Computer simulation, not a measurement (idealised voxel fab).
A process module follows: voxel wiring stack.
Cross-section cut: width 255 nm, square cells of 5 nm.
Throughout this document, each cross-section is represented as a grid of square cells and is presented as a sequence of bands enumerated from the top downward, where a band comprises one or more rows of cells.
What a band's entry tells you: where the top is and where the bottom is, as heights in nm, and after that what lies inside, material by material from left to right, each with its width in nm. Empty space is written as the word "blank", and a single material marked with the word "edge to edge" occupies the band from edge to edge.
Basically, 0 is our baseline, since under it the wafer straight out of the box is all one material. The bottom band has no lower end and keeps on going down, so it looks like "0 and below".
Top row gets the first number, bottom row gets the second, and each row in between changes by the same step: that is how a band width like "30 to 40" works.
Step note "nothing was modified" = no cross-section cell changed.
Basically, "Completely sealed voids" tells you about the enclosed voids: empty spaces with no open way to the top, 8 cells or bigger, each written width x height at distance, where distance is from the left edge, all in nm.
If you see something after the settings on a step's line, that's the simulator's own remark about that step.
overlay nm: mask offset rightward from planned place, masked step; negative means leftward offset.
Process steps - plan
1: RECEIVE with material Si
2: CONFORMAL_DEP with material SiO2, thk nm 15
3: CONFORMAL_DEP with material SiN, thk nm 5
4: DIRECTIONAL_DEP with material lowk, thk nm 25
5: MASKED_ETCH with tone open, mask id METAL_1, width nm 30, pitch nm 50, etch materials lowk, depth nm 25, overlay nm 0
6: MASKED_ETCH with tone open, mask id METAL_1, width nm 30, pitch nm 50, etch materials SiN, depth nm 5, overlay nm 0
7: CONFORMAL_DEP with material TiN, thk nm 5
8: FILL_DEP with material Cu, thk nm 10
9: CMP with height nm 45
10: CONFORMAL_DEP with material SiCN, thk nm 5
11: DIRECTIONAL_DEP with material SiO2, thk nm 25
12: MASKED_ETCH with tone open, mask id METAL_2_HOLES, width nm 15, pitch nm 50, etch materials SiO2, depth nm 25, overlay nm 0
13: MASKED_ETCH with tone open, mask id METAL_2, width nm 30, pitch nm 50, etch materials SiO2, depth nm 15, overlay nm 0
14: MASKED_ETCH with tone open, mask id METAL_2, width nm 30, pitch nm 50, etch materials SiCN, depth nm 5, overlay nm 0
15: CONFORMAL_DEP with material TiN, thk nm 5
16: FILL_DEP with material Cu, thk nm 10
17: CMP with height nm 75
18: CONFORMAL_DEP with material SiCN, thk nm 5
19: DIRECTIONAL_DEP with material lowk, thk nm 30
20: MASKED_ETCH with tone open, mask id METAL_3, width nm 30, pitch nm 50, etch materials lowk, depth nm 15, overlay nm 0
21: MASKED_ETCH with tone open, mask id METAL_3_HOLES, width nm 15, pitch nm 50, etch materials lowk, depth nm 15, overlay nm 0
22: MASKED_ETCH with tone open, mask id METAL_3_HOLES, width nm 15, pitch nm 50, etch materials SiCN, depth nm 5, overlay nm 0
23: CONFORMAL_DEP with material TiN, thk nm 5
24: FILL_DEP with material Cu, thk nm 5
25: CMP with height nm 110
26: CONFORMAL_DEP with material SiN, thk nm 5
First wafer, two in total, run as planned
Incoming wafer in cross-section (state: after step 1)
> 0 and below: Si edge to edge
> Completely sealed voids: none
Cross-sectional representation of the wafer at the conclusion of step 2
> 15 down to 0: SiO2 edge to edge
> Nothing below the height 0 has changed.
Cross-sectional representation of the wafer at the conclusion of step 3
> 20 down to 15: SiN edge to edge
> Nothing below the height 15 has changed.
Cross-sectional representation of the wafer at the conclusion of step 4
> 45 down to 20: lowk edge to edge
> Nothing below the height 20 has changed.
Cross-sectional representation of the wafer at the conclusion of step 5
> 45 down to 20: 35 nm lowk / 30 nm blank / 20 nm lowk / 30 nm blank / 20 nm lowk / 30 nm blank / 20 nm lowk / 30 nm blank / 40 nm lowk
> Nothing below the height 20 has changed.
Cross-sectional representation of the wafer at the conclusion of step 6
> 45 down to 20: 35 nm lowk / 30 nm blank / 20 nm lowk / 30 nm blank / 20 nm lowk / 30 nm blank / 20 nm lowk / 30 nm blank / 40 nm lowk
> 20 down to 15: 35 nm SiN / 30 nm blank / 20 nm SiN / 30 nm blank / 20 nm SiN / 30 nm blank / 20 nm SiN / 30 nm blank / 40 nm SiN
> Nothing below the height 15 has changed.
Cross-sectional representation of the wafer at the conclusion of step 7
> 50 down to 45: 40 nm TiN / 20 nm blank / 30 nm TiN / 20 nm blank / 30 nm TiN / 20 nm blank / 30 nm TiN / 20 nm blank / 45 nm TiN
> 45 down to 20: 35 nm lowk / 5 nm TiN / 20 nm blank / 5 nm TiN / 20 nm lowk / 5 nm TiN / 20 nm blank / 5 nm TiN / 20 nm lowk / 5 nm TiN / 20 nm blank / 5 nm TiN / 20 nm lowk / 5 nm TiN / 20 nm blank / 5 nm TiN / 40 nm lowk
> 20 down to 15: 35 nm SiN / 30 nm TiN / 20 nm SiN / 30 nm TiN / 20 nm SiN / 30 nm TiN / 20 nm SiN / 30 nm TiN / 40 nm SiN
> Nothing below the height 15 has changed.
Cross-sectional representation of the wafer at the conclusion of step 8
> 60 down to 50: Cu edge to edge
> 50 down to 45: 40 nm TiN / 20 nm Cu / 30 nm TiN / 20 nm Cu / 30 nm TiN / 20 nm Cu / 30 nm TiN / 20 nm Cu / 45 nm TiN
> 45 down to 20: 35 nm lowk / 5 nm TiN / 20 nm Cu / 5 nm TiN / 20 nm lowk / 5 nm TiN / 20 nm Cu / 5 nm TiN / 20 nm lowk / 5 nm TiN / 20 nm Cu / 5 nm TiN / 20 nm lowk / 5 nm TiN / 20 nm Cu / 5 nm TiN / 40 nm lowk
> Nothing below the height 20 has changed.
Cross-sectional representation of the wafer at the conclusion of step 9
> 45 down to 20: 35 nm lowk / 5 nm TiN / 20 nm Cu / 5 nm TiN / 20 nm lowk / 5 nm TiN / 20 nm Cu / 5 nm TiN / 20 nm lowk / 5 nm TiN / 20 nm Cu / 5 nm TiN / 20 nm lowk / 5 nm TiN / 20 nm Cu / 5 nm TiN / 40 nm lowk
> Nothing below the height 20 has changed.
Cross-sectional representation of the wafer at the conclusion of step 10
> 50 down to 45: SiCN edge to edge
> Nothing below the height 45 has changed.
Cross-sectional representation of the wafer at the conclusion of step 11
> 75 down to 50: SiO2 edge to edge
> Nothing below the height 50 has changed.
Cross-sectional representation of the wafer at the conclusion of step 12
> 75 down to 50: 35 nm SiO2 / 15 nm blank / 35 nm SiO2 / 15 nm blank / 35 nm SiO2 / 15 nm blank / 35 nm SiO2 / 15 nm blank / 55 nm SiO2
> Nothing below the height 50 has changed.
Cross-sectional representation of the wafer at the conclusion of step 13
> 75 down to 60: 35 nm SiO2 / 30 nm blank / 20 nm SiO2 / 30 nm blank / 20 nm SiO2 / 30 nm blank / 20 nm SiO2 / 30 nm blank / 40 nm SiO2
> Nothing below the height 60 has changed.
Cross-sectional representation of the wafer at the conclusion of step 14
> 75 down to 60: 35 nm SiO2 / 30 nm blank / 20 nm SiO2 / 30 nm blank / 20 nm SiO2 / 30 nm blank / 20 nm SiO2 / 30 nm blank / 40 nm SiO2
> 60 down to 50: 35 nm SiO2 / 15 nm blank / 35 nm SiO2 / 15 nm blank / 35 nm SiO2 / 15 nm blank / 35 nm SiO2 / 15 nm blank / 55 nm SiO2
> 50 down to 45: 35 nm SiCN / 15 nm blank / 35 nm SiCN / 15 nm blank / 35 nm SiCN / 15 nm blank / 35 nm SiCN / 15 nm blank / 55 nm SiCN
> Nothing below the height 45 has changed.
Cross-sectional representation of the wafer at the conclusion of step 15
> 80 down to 75: 40 nm TiN / 20 nm blank / 30 nm TiN / 20 nm blank / 30 nm TiN / 20 nm blank / 30 nm TiN / 20 nm blank / 45 nm TiN
> 75 down to 65: 35 nm SiO2 / 5 nm TiN / 20 nm blank / 5 nm TiN / 20 nm SiO2 / 5 nm TiN / 20 nm blank / 5 nm TiN / 20 nm SiO2 / 5 nm TiN / 20 nm blank / 5 nm TiN / 20 nm SiO2 / 5 nm TiN / 20 nm blank / 5 nm TiN / 40 nm SiO2
> 65 down to 60: 35 nm SiO2 / 5 nm TiN / 5 nm blank / 20 nm TiN / 20 nm SiO2 / 5 nm TiN / 5 nm blank / 20 nm TiN / 20 nm SiO2 / 5 nm TiN / 5 nm blank / 20 nm TiN / 20 nm SiO2 / 5 nm TiN / 5 nm blank / 20 nm TiN / 40 nm SiO2
> 60 down to 50: 35 nm SiO2 / 5 nm TiN / 5 nm blank / 5 nm TiN / 35 nm SiO2 / 5 nm TiN / 5 nm blank / 5 nm TiN / 35 nm SiO2 / 5 nm TiN / 5 nm blank / 5 nm TiN / 35 nm SiO2 / 5 nm TiN / 5 nm blank / 5 nm TiN / 55 nm SiO2
> 50 down to 45: 35 nm SiCN / 15 nm TiN / 35 nm SiCN / 15 nm TiN / 35 nm SiCN / 15 nm TiN / 35 nm SiCN / 15 nm TiN / 55 nm SiCN
> Nothing below the height 45 has changed.
Cross-sectional representation of the wafer at the conclusion of step 16
> 90 down to 80: Cu edge to edge
> 80 down to 75: 40 nm TiN / 20 nm Cu / 30 nm TiN / 20 nm Cu / 30 nm TiN / 20 nm Cu / 30 nm TiN / 20 nm Cu / 45 nm TiN
> 75 down to 65: 35 nm SiO2 / 5 nm TiN / 20 nm Cu / 5 nm TiN / 20 nm SiO2 / 5 nm TiN / 20 nm Cu / 5 nm TiN / 20 nm SiO2 / 5 nm TiN / 20 nm Cu / 5 nm TiN / 20 nm SiO2 / 5 nm TiN / 20 nm Cu / 5 nm TiN / 40 nm SiO2
> 65 down to 60: 35 nm SiO2 / 5 nm TiN / 5 nm Cu / 20 nm TiN / 20 nm SiO2 / 5 nm TiN / 5 nm Cu / 20 nm TiN / 20 nm SiO2 / 5 nm TiN / 5 nm Cu / 20 nm TiN / 20 nm SiO2 / 5 nm TiN / 5 nm Cu / 20 nm TiN / 40 nm SiO2
> 60 down to 50: 35 nm SiO2 / 5 nm TiN / 5 nm Cu / 5 nm TiN / 35 nm SiO2 / 5 nm TiN / 5 nm Cu / 5 nm TiN / 35 nm SiO2 / 5 nm TiN / 5 nm Cu / 5 nm TiN / 35 nm SiO2 / 5 nm TiN / 5 nm Cu / 5 nm TiN / 55 nm SiO2
> Nothing below the height 50 has changed.
Cross-sectional representation of the wafer at the conclusion of step 17
> 75 down to 65: 35 nm SiO2 / 5 nm TiN / 20 nm Cu / 5 nm TiN / 20 nm SiO2 / 5 nm TiN / 20 nm Cu / 5 nm TiN / 20 nm SiO2 / 5 nm TiN / 20 nm Cu / 5 nm TiN / 20 nm SiO2 / 5 nm TiN / 20 nm Cu / 5 nm TiN / 40 nm SiO2
> Nothing below the height 65 has changed.
Cross-sectional representation of the wafer at the conclusion of step 18
> 80 down to 75: SiCN edge to edge
> Nothing below the height 75 has changed.
Cross-sectional representation of the wafer at the conclusion of step 19
> 110 down to 80: lowk edge to edge
> Nothing below the height 80 has changed.
Cross-sectional representation of the wafer at the conclusion of step 20
> 110 down to 95: 35 nm lowk / 30 nm blank / 20 nm lowk / 30 nm blank / 20 nm lowk / 30 nm blank / 20 nm lowk / 30 nm blank / 40 nm lowk
> Nothing below the height 95 has changed.
Cross-sectional representation of the wafer at the conclusion of step 21
> 110 down to 95: 35 nm lowk / 30 nm blank / 20 nm lowk / 30 nm blank / 20 nm lowk / 30 nm blank / 20 nm lowk / 30 nm blank / 40 nm lowk
> 95 down to 80: 35 nm lowk / 15 nm blank / 35 nm lowk / 15 nm blank / 35 nm lowk / 15 nm blank / 35 nm lowk / 15 nm blank / 55 nm lowk
> Nothing below the height 80 has changed.
Cross-sectional representation of the wafer at the conclusion of step 22
> 110 down to 95: 35 nm lowk / 30 nm blank / 20 nm lowk / 30 nm blank / 20 nm lowk / 30 nm blank / 20 nm lowk / 30 nm blank / 40 nm lowk
> 95 down to 80: 35 nm lowk / 15 nm blank / 35 nm lowk / 15 nm blank / 35 nm lowk / 15 nm blank / 35 nm lowk / 15 nm blank / 55 nm lowk
> 80 down to 75: 35 nm SiCN / 15 nm blank / 35 nm SiCN / 15 nm blank / 35 nm SiCN / 15 nm blank / 35 nm SiCN / 15 nm blank / 55 nm SiCN
> Nothing below the height 75 has changed.
Cross-sectional representation of the wafer at the conclusion of step 23
> 115 down to 110: 40 nm TiN / 20 nm blank / 30 nm TiN / 20 nm blank / 30 nm TiN / 20 nm blank / 30 nm TiN / 20 nm blank / 45 nm TiN
> 110 down to 100: 35 nm lowk / 5 nm TiN / 20 nm blank / 5 nm TiN / 20 nm lowk / 5 nm TiN / 20 nm blank / 5 nm TiN / 20 nm lowk / 5 nm TiN / 20 nm blank / 5 nm TiN / 20 nm lowk / 5 nm TiN / 20 nm blank / 5 nm TiN / 40 nm lowk
> 100 down to 95: 35 nm lowk / 5 nm TiN / 5 nm blank / 20 nm TiN / 20 nm lowk / 5 nm TiN / 5 nm blank / 20 nm TiN / 20 nm lowk / 5 nm TiN / 5 nm blank / 20 nm TiN / 20 nm lowk / 5 nm TiN / 5 nm blank / 20 nm TiN / 40 nm lowk
> 95 down to 80: 35 nm lowk / 5 nm TiN / 5 nm blank / 5 nm TiN / 35 nm lowk / 5 nm TiN / 5 nm blank / 5 nm TiN / 35 nm lowk / 5 nm TiN / 5 nm blank / 5 nm TiN / 35 nm lowk / 5 nm TiN / 5 nm blank / 5 nm TiN / 55 nm lowk
> 80 down to 75: 35 nm SiCN / 15 nm TiN / 35 nm SiCN / 15 nm TiN / 35 nm SiCN / 15 nm TiN / 35 nm SiCN / 15 nm TiN / 55 nm SiCN
> Nothing below the height 75 has changed.
Cross-sectional representation of the wafer at the conclusion of step 24
> 120 down to 115: Cu edge to edge
> 115 down to 110: 40 nm TiN / 20 nm Cu / 30 nm TiN / 20 nm Cu / 30 nm TiN / 20 nm Cu / 30 nm TiN / 20 nm Cu / 45 nm TiN
> 110 down to 100: 35 nm lowk / 5 nm TiN / 20 nm Cu / 5 nm TiN / 20 nm lowk / 5 nm TiN / 20 nm Cu / 5 nm TiN / 20 nm lowk / 5 nm TiN / 20 nm Cu / 5 nm TiN / 20 nm lowk / 5 nm TiN / 20 nm Cu / 5 nm TiN / 40 nm lowk
> 100 down to 95: 35 nm lowk / 5 nm TiN / 5 nm Cu / 20 nm TiN / 20 nm lowk / 5 nm TiN / 5 nm Cu / 20 nm TiN / 20 nm lowk / 5 nm TiN / 5 nm Cu / 20 nm TiN / 20 nm lowk / 5 nm TiN / 5 nm Cu / 20 nm TiN / 40 nm lowk
> 95 down to 80: 35 nm lowk / 5 nm TiN / 5 nm Cu / 5 nm TiN / 35 nm lowk / 5 nm TiN / 5 nm Cu / 5 nm TiN / 35 nm lowk / 5 nm TiN / 5 nm Cu / 5 nm TiN / 35 nm lowk / 5 nm TiN / 5 nm Cu / 5 nm TiN / 55 nm lowk
> Nothing below the height 80 has changed.
Cross-sectional representation of the wafer at the conclusion of step 25
> 110 down to 100: 35 nm lowk / 5 nm TiN / 20 nm Cu / 5 nm TiN / 20 nm lowk / 5 nm TiN / 20 nm Cu / 5 nm TiN / 20 nm lowk / 5 nm TiN / 20 nm Cu / 5 nm TiN / 20 nm lowk / 5 nm TiN / 20 nm Cu / 5 nm TiN / 40 nm lowk
> Nothing below the height 100 has changed.
Cross-sectional representation of the wafer at the conclusion of step 26
> 115 down to 110: SiN edge to edge
> Nothing below the height 110 has changed.
Here the second wafer is described. Its start and its plan were those of the first wafer. Its run contained one mistake. Up to and including step 19, it did exactly what the first wafer did
Second wafer shown in cross-section at the time step 20 was slated to end
> 110 down to 85: 35 nm lowk / 30 nm blank / 20 nm lowk / 30 nm blank / 20 nm lowk / 30 nm blank / 20 nm lowk / 30 nm blank / 40 nm lowk
> Nothing below the height 85 has changed.
Second wafer shown in cross-section at the time step 21 was slated to end
> 110 down to 85: 35 nm lowk / 30 nm blank / 20 nm lowk / 30 nm blank / 20 nm lowk / 30 nm blank / 20 nm lowk / 30 nm blank / 40 nm lowk
> 85 down to 80: 35 nm lowk / 15 nm blank / 35 nm lowk / 15 nm blank / 35 nm lowk / 15 nm blank / 35 nm lowk / 15 nm blank / 55 nm lowk
> Nothing below the height 80 has changed.
Second wafer shown in cross-section at the time step 22 was slated to end
> 110 down to 85: 35 nm lowk / 30 nm blank / 20 nm lowk / 30 nm blank / 20 nm lowk / 30 nm blank / 20 nm lowk / 30 nm blank / 40 nm lowk
> 85 down to 80: 35 nm lowk / 15 nm blank / 35 nm lowk / 15 nm blank / 35 nm lowk / 15 nm blank / 35 nm lowk / 15 nm blank / 55 nm lowk
> 80 down to 75: 35 nm SiCN / 15 nm blank / 35 nm SiCN / 15 nm blank / 35 nm SiCN / 15 nm blank / 35 nm SiCN / 15 nm blank / 55 nm SiCN
> Nothing below the height 75 has changed.
Second wafer shown in cross-section at the time step 23 was slated to end
> 115 down to 110: 40 nm TiN / 20 nm blank / 30 nm TiN / 20 nm blank / 30 nm TiN / 20 nm blank / 30 nm TiN / 20 nm blank / 45 nm TiN
> 110 down to 90: 35 nm lowk / 5 nm TiN / 20 nm blank / 5 nm TiN / 20 nm lowk / 5 nm TiN / 20 nm blank / 5 nm TiN / 20 nm lowk / 5 nm TiN / 20 nm blank / 5 nm TiN / 20 nm lowk / 5 nm TiN / 20 nm blank / 5 nm TiN / 40 nm lowk
> 90 down to 80: 35 nm lowk / 5 nm TiN / 5 nm blank / 20 to 5 nm TiN / 20 to 35 nm lowk / 5 nm TiN / 5 nm blank / 20 to 5 nm TiN / 20 to 35 nm lowk / 5 nm TiN / 5 nm blank / 20 to 5 nm TiN / 20 to 35 nm lowk / 5 nm TiN / 5 nm blank / 20 to 5 nm TiN / 40 to 55 nm lowk
> 80 down to 75: 35 nm SiCN / 15 nm TiN / 35 nm SiCN / 15 nm TiN / 35 nm SiCN / 15 nm TiN / 35 nm SiCN / 15 nm TiN / 55 nm SiCN
> Nothing below the height 75 has changed.
Second wafer shown in cross-section at the time step 24 was slated to end
> 120 down to 115: Cu edge to edge
> 115 down to 110: 40 nm TiN / 20 nm Cu / 30 nm TiN / 20 nm Cu / 30 nm TiN / 20 nm Cu / 30 nm TiN / 20 nm Cu / 45 nm TiN
> 110 down to 90: 35 nm lowk / 5 nm TiN / 20 nm Cu / 5 nm TiN / 20 nm lowk / 5 nm TiN / 20 nm Cu / 5 nm TiN / 20 nm lowk / 5 nm TiN / 20 nm Cu / 5 nm TiN / 20 nm lowk / 5 nm TiN / 20 nm Cu / 5 nm TiN / 40 nm lowk
> 90 down to 80: 35 nm lowk / 5 nm TiN / 5 nm Cu / 20 to 5 nm TiN / 20 to 35 nm lowk / 5 nm TiN / 5 nm Cu / 20 to 5 nm TiN / 20 to 35 nm lowk / 5 nm TiN / 5 nm Cu / 20 to 5 nm TiN / 20 to 35 nm lowk / 5 nm TiN / 5 nm Cu / 20 to 5 nm TiN / 40 to 55 nm lowk
> Nothing below the height 80 has changed.
Second wafer shown in cross-section at the time step 25 was slated to end
> 110 down to 90: 35 nm lowk / 5 nm TiN / 20 nm Cu / 5 nm TiN / 20 nm lowk / 5 nm TiN / 20 nm Cu / 5 nm TiN / 20 nm lowk / 5 nm TiN / 20 nm Cu / 5 nm TiN / 20 nm lowk / 5 nm TiN / 20 nm Cu / 5 nm TiN / 40 nm lowk
> Nothing below the height 90 has changed.
Second wafer shown in cross-section at the time step 26 was slated to end
> 115 down to 110: SiN edge to edge
> Nothing below the height 110 has changed.
The mistake made against the process plan was this: it should be noted that step 20 was executed with settings other than those planned, the operation and settings actually applied being MASKED_ETCH with tone open, mask id METAL_3, width nm 30, pitch nm 50, etch materials lowk, depth nm 25, overlay nm 0
Heads up, by the end the second wafer has more or fewer cells of some materials compared to the first: Cu: 24 more, lowk: 24 fewer
